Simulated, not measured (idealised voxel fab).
Documented hereafter: the process module known as voxel tone inversion.
Shown is cross-section cut, with a width of 300 nm and square cells of size 5 nm.
If you're reading a cross-section in this doc, picture square cells in a grid; it comes to you as bands, top ones listed first down to the bottom, and a band can be one or more rows of cells. This entry defines a band. It first specifies the height of the band's top and the height of its bottom in nm, and then specifies the band's materials from left to right, stating each material with its width in nm. The word "everywhere" identifies a single material that fills the band from edge to edge, while the word "blank" identifies empty space. Heads up on the height convention: 0 is the point under which the incoming wafer is all one material, and the lowest band has no bottom, it just keeps going down, like "0 and below". The expression "30->40" gives the width at the extremes of the band, the first number at its top row of cells and the second at its bottom row, with the width changing by equal amounts from each row to the next in between. Step note "nothing changed" = no cross-section cell changed. "Cavities, closed" contains a list of empty spaces, each no smaller than 8 cells and without an open way to the top, written in the form width x height at distance with the distance from the left edge and all three in nm. Past the settings on a step's line: simulator remark, on that step. overlay nm: step with mask; distance mask lay right of planned place; negative value = left of planned place.

Process steps foreseen in the plan
1 RECEIVE, material Si
2 CONFORMAL_DEP, material SiCN, thk nm 10
3 DIRECTIONAL_DEP, material polySi, thk nm 20
4 PATTERN, tone cover, mask id POSTS, material resist, width nm 25, pitch nm 55, thk nm 30, overlay nm 0
5 DIRECTIONAL_ETCH, etch materials polySi, depth nm 20
6 STRIP, etch materials resist
7 FILL_DEP, material SiO2, thk nm 10
8 CMP, height nm 30
9 STRIP, etch materials polySi
10 CONFORMAL_DEP, material TiN, thk nm 5
11 FILL_DEP, material Cu, thk nm 10
12 CMP, height nm 30
13 CONFORMAL_DEP, material SiN, thk nm 5

Below: the first of two wafers, run as planned

Incoming wafer in cross-section (state: after step 1)
  0 and below  Si everywhere
  Cavities, closed: none

Wafer after step 2 (cross-section)
  10 down to 0  SiCN everywhere
  Under the height 0 nothing was changed.

Wafer after step 3 (cross-section)
  30 down to 10  polySi everywhere
  Under the height 10 nothing was changed.

Wafer after step 4 (cross-section)
  60 down to 30  blank (55)  resist (25)  blank (30)  resist (25)  blank (30)  resist (25)  blank (30)  resist (25)  blank (55)
  Under the height 30 nothing was changed.

Wafer after step 5 (cross-section)
  60 down to 30  blank (55)  resist (25)  blank (30)  resist (25)  blank (30)  resist (25)  blank (30)  resist (25)  blank (55)
  30 down to 10  blank (55)  polySi (25)  blank (30)  polySi (25)  blank (30)  polySi (25)  blank (30)  polySi (25)  blank (55)
  Under the height 10 nothing was changed.

Wafer after step 6 (cross-section)
  30 down to 10  blank (55)  polySi (25)  blank (30)  polySi (25)  blank (30)  polySi (25)  blank (30)  polySi (25)  blank (55)
  Under the height 10 nothing was changed.

Wafer after step 7 (cross-section)
  40 down to 30  SiO2 everywhere
  30 down to 10  SiO2 (55)  polySi (25)  SiO2 (30)  polySi (25)  SiO2 (30)  polySi (25)  SiO2 (30)  polySi (25)  SiO2 (55)
  Under the height 10 nothing was changed.

Wafer after step 8 (cross-section)
  30 down to 10  SiO2 (55)  polySi (25)  SiO2 (30)  polySi (25)  SiO2 (30)  polySi (25)  SiO2 (30)  polySi (25)  SiO2 (55)
  Under the height 10 nothing was changed.

Wafer after step 9 (cross-section)
  30 down to 10  SiO2 (55)  blank (25)  SiO2 (30)  blank (25)  SiO2 (30)  blank (25)  SiO2 (30)  blank (25)  SiO2 (55)
  Under the height 10 nothing was changed.

Wafer after step 10 (cross-section)
  35 down to 30  TiN (60)  blank (15)  TiN (40)  blank (15)  TiN (40)  blank (15)  TiN (40)  blank (15)  TiN (60)
  30 down to 15  SiO2 (55)  TiN (5)  blank (15)  TiN (5)  SiO2 (30)  TiN (5)  blank (15)  TiN (5)  SiO2 (30)  TiN (5)  blank (15)  TiN (5)  SiO2 (30)  TiN (5)  blank (15)  TiN (5)  SiO2 (55)
  15 down to 10  SiO2 (55)  TiN (25)  SiO2 (30)  TiN (25)  SiO2 (30)  TiN (25)  SiO2 (30)  TiN (25)  SiO2 (55)
  Under the height 10 nothing was changed.

Wafer after step 11 (cross-section)
  45 down to 35  Cu everywhere
  35 down to 30  TiN (60)  Cu (15)  TiN (40)  Cu (15)  TiN (40)  Cu (15)  TiN (40)  Cu (15)  TiN (60)
  30 down to 15  SiO2 (55)  TiN (5)  Cu (15)  TiN (5)  SiO2 (30)  TiN (5)  Cu (15)  TiN (5)  SiO2 (30)  TiN (5)  Cu (15)  TiN (5)  SiO2 (30)  TiN (5)  Cu (15)  TiN (5)  SiO2 (55)
  Under the height 15 nothing was changed.

Wafer after step 12 (cross-section)
  30 down to 15  SiO2 (55)  TiN (5)  Cu (15)  TiN (5)  SiO2 (30)  TiN (5)  Cu (15)  TiN (5)  SiO2 (30)  TiN (5)  Cu (15)  TiN (5)  SiO2 (30)  TiN (5)  Cu (15)  TiN (5)  SiO2 (55)
  Under the height 15 nothing was changed.

Wafer after step 13 (cross-section)
  35 down to 30  SiN everywhere
  Under the height 30 nothing was changed.

Second wafer, same starting conditions and recipe as the first, one mistake in executing it, nothing differs from the first up to and including step 3

Cross-section of the second wafer when, according to plan, step 4 should have finished
  60 down to 30  resist (55)  blank (25)  resist (30)  blank (25)  resist (30)  blank (25)  resist (30)  blank (25)  resist (55)
  Under the height 30 nothing was changed.

Cross-section of the second wafer when, according to plan, step 5 should have finished
  60 down to 30  resist (55)  blank (25)  resist (30)  blank (25)  resist (30)  blank (25)  resist (30)  blank (25)  resist (55)
  30 down to 10  polySi (55)  blank (25)  polySi (30)  blank (25)  polySi (30)  blank (25)  polySi (30)  blank (25)  polySi (55)
  Under the height 10 nothing was changed.

Cross-section of the second wafer when, according to plan, step 6 should have finished
  30 down to 10  polySi (55)  blank (25)  polySi (30)  blank (25)  polySi (30)  blank (25)  polySi (30)  blank (25)  polySi (55)
  Under the height 10 nothing was changed.

Cross-section of the second wafer when, according to plan, step 7 should have finished
  40 down to 30  SiO2 everywhere
  30 down to 10  polySi (55)  SiO2 (25)  polySi (30)  SiO2 (25)  polySi (30)  SiO2 (25)  polySi (30)  SiO2 (25)  polySi (55)
  Under the height 10 nothing was changed.

Cross-section of the second wafer when, according to plan, step 8 should have finished
  30 down to 10  polySi (55)  SiO2 (25)  polySi (30)  SiO2 (25)  polySi (30)  SiO2 (25)  polySi (30)  SiO2 (25)  polySi (55)
  Under the height 10 nothing was changed.

Cross-section of the second wafer when, according to plan, step 9 should have finished
  30 down to 10  blank (55)  SiO2 (25)  blank (30)  SiO2 (25)  blank (30)  SiO2 (25)  blank (30)  SiO2 (25)  blank (55)
  Under the height 10 nothing was changed.

Cross-section of the second wafer when, according to plan, step 10 should have finished
  35 down to 30  blank (50)  TiN (35)  blank (20)  TiN (35)  blank (20)  TiN (35)  blank (20)  TiN (35)  blank (50)
  30 down to 15  blank (50)  TiN (5)  SiO2 (25)  TiN (5)  blank (20)  TiN (5)  SiO2 (25)  TiN (5)  blank (20)  TiN (5)  SiO2 (25)  TiN (5)  blank (20)  TiN (5)  SiO2 (25)  TiN (5)  blank (50)
  15 down to 10  TiN (55)  SiO2 (25)  TiN (30)  SiO2 (25)  TiN (30)  SiO2 (25)  TiN (30)  SiO2 (25)  TiN (55)
  Under the height 10 nothing was changed.

Cross-section of the second wafer when, according to plan, step 11 should have finished
  45 down to 35  Cu everywhere
  35 down to 30  Cu (50)  TiN (35)  Cu (20)  TiN (35)  Cu (20)  TiN (35)  Cu (20)  TiN (35)  Cu (50)
  30 down to 15  Cu (50)  TiN (5)  SiO2 (25)  TiN (5)  Cu (20)  TiN (5)  SiO2 (25)  TiN (5)  Cu (20)  TiN (5)  SiO2 (25)  TiN (5)  Cu (20)  TiN (5)  SiO2 (25)  TiN (5)  Cu (50)
  Under the height 15 nothing was changed.

Cross-section of the second wafer when, according to plan, step 12 should have finished
  30 down to 15  Cu (50)  TiN (5)  SiO2 (25)  TiN (5)  Cu (20)  TiN (5)  SiO2 (25)  TiN (5)  Cu (20)  TiN (5)  SiO2 (25)  TiN (5)  Cu (20)  TiN (5)  SiO2 (25)  TiN (5)  Cu (50)
  Under the height 15 nothing was changed.

Cross-section of the second wafer when, according to plan, step 13 should have finished
  35 down to 30  SiN everywhere
  Under the height 30 nothing was changed.
What was done differently from what was planned? note that step 4 departed from the planned setting and was carried out as PATTERN, tone open, mask id POSTS, material resist, width nm 25, pitch nm 55, thk nm 30, overlay nm 0
Upon completion, the second wafer contains, in terms of cells, a greater or smaller amount of certain materials than the first wafer: +60 Cu | -80 SiO2 | +20 TiN
